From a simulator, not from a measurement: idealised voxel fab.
Documented hereafter: the process module known as voxel self aligned vias.
In the cross-section labelled cut, the width is 195 nm and each square cell is 5 nm.
Cross-section format: a grid of square cells, given as bands from top to bottom; each band is one or more rows of cells.
Band: top and bottom heights (nm) first, top before bottom; then materials from left to right, widths in nm. "edge to edge" marks a sole material filling the band edge to edge. "blank" denotes empty space.
All heights in this document are referenced to 0, defined as the level beneath which the wafer, as received, consists entirely of one material. The lowest band is not bounded below; it extends indefinitely downward and is written in the form "z 0 and below".
A width given as "30->40" starts at the first number in the band's top row and ends at the second number in its bottom row, shifting by an equal amount at every step from row to row.
Reading "nothing altered" for a step: not a cell of the cross-section changed in it.
"Closed void register" contains a list of empty spaces, each no smaller than 8 cells and without an open way to the top, written in the form width x height at distance with the distance from the left edge and all three in nm.
The remark found on a step's line after its settings is issued by the simulator itself and pertains to that step.
"overlay nm" answers the question of how far to the right of plan the mask lay on a step that has a mask, and when it is negative the answer is to the left.
These are the steps we planned for the process
1. op RECEIVE | material Si
2. op CONFORMAL_DEP | material SiO2 | thk nm 10
3. op CONFORMAL_DEP | material SiCN | thk nm 5
4. op DIRECTIONAL_DEP | material SiO2 | thk nm 30
5. op MASKED_ETCH | tone open | mask id LINES | width nm 20 | pitch nm 60 | etch materials SiO2 | depth nm 30 | overlay nm 0
6. op CONFORMAL_DEP | material TiN | thk nm 5
7. op FILL_DEP | material Ru | thk nm 10
8. op CMP | height nm 45
9. op SELECTIVE_ETCH | etch materials W Ru TiN | depth nm 5
10. op FILL_DEP | material SiN | thk nm 5
11. op CMP | height nm 45
12. op DIRECTIONAL_DEP | material SiO2 | thk nm 20
13. op DIRECTIONAL_DEP | material aC | thk nm 10
14. op PATTERN | tone open | mask id VIAS | material resist | width nm 40 | pitch nm 60 | thk nm 30 | overlay nm 0
15. op DIRECTIONAL_ETCH | etch materials aC | depth nm 5
16. op STRIP | etch materials resist
17. op DIRECTIONAL_ETCH | etch materials SiO2 | depth nm 20
18. op DIRECTIONAL_ETCH | etch materials SiN | depth nm 5
19. op STRIP | etch materials aC
20. op CONFORMAL_DEP | material TiN | thk nm 5
21. op FILL_DEP | material W | thk nm 10
22. op CMP | height nm 65
23. op CONFORMAL_DEP | material SiCN | thk nm 5
The plan's step 15 depth nm is the first wafer's value; the wafers differ in this setting and start identical.
Received condition of the first of several wafers, sectioned: post-step 1
    z 0 and below  Si edge to edge
    Closed void register: none
Module finished, last step 23 done: cross-section of the first of several wafers
    z 70 to 65  SiCN edge to edge
    z 65 to 45  SiO2 edge to edge
    z 45 to 40  55 nm SiO2; 20 nm SiN; 40 nm SiO2; 20 nm SiN; 60 nm SiO2
    z 40 to 20  55 nm SiO2; 5 nm TiN; 10 nm Ru; 5 nm TiN; 40 nm SiO2; 5 nm TiN; 10 nm Ru; 5 nm TiN; 60 nm SiO2
    z 20 to 15  55 nm SiO2; 20 nm TiN; 40 nm SiO2; 20 nm TiN; 60 nm SiO2
    z 15 to 10  SiCN edge to edge
    z 10 to 0  SiO2 edge to edge
    z 0 and below  Si edge to edge
    Closed void register: none
Cross-section of the final wafer among several, taken at the end of the module
    z 70 to 65  SiCN edge to edge
    z 65 to 50  45 nm SiO2; 5 nm TiN; 30 nm W; 5 nm TiN; 20 nm SiO2; 5 nm TiN; 30 nm W; 5 nm TiN; 50 nm SiO2
    z 50 to 45  45 nm SiO2; 15 nm TiN; 10 nm W; 15 nm TiN; 20 nm SiO2; 15 nm TiN; 10 nm W; 15 nm TiN; 50 nm SiO2
    z 45 to 40  55 nm SiO2; 20 nm TiN; 40 nm SiO2; 20 nm TiN; 60 nm SiO2
    z 40 to 20  55 nm SiO2; 5 nm TiN; 10 nm Ru; 5 nm TiN; 40 nm SiO2; 5 nm TiN; 10 nm Ru; 5 nm TiN; 60 nm SiO2
    z 20 to 15  55 nm SiO2; 20 nm TiN; 40 nm SiO2; 20 nm TiN; 60 nm SiO2
    z 15 to 10  SiCN edge to edge
    z 10 to 0  SiO2 edge to edge
    z 0 and below  Si edge to edge
    Closed void register: none
Here is how to read the rows: every wafer has a row, and it shows the wafer at the end of the module, giving for each material how many cells were gained (+) or lost (-) since the wafer was received, then listing its closed voids
depth nm 5, +16 Ru, +78 SiCN, +8 SiN, +420 SiO2, +24 TiN, Closed void register: none
depth nm 10, +16 Ru, +78 SiCN, +356 SiO2, +56 TiN, +40 W, Closed void register: none
depth nm 15, +16 Ru, +78 SiCN, +356 SiO2, +56 TiN, +40 W, Closed void register: none
depth nm 20, +16 Ru, +78 SiCN, +356 SiO2, +56 TiN, +40 W, Closed void register: none
depth nm 25, +16 Ru, +78 SiCN, +356 SiO2, +56 TiN, +40 W, Closed void register: none
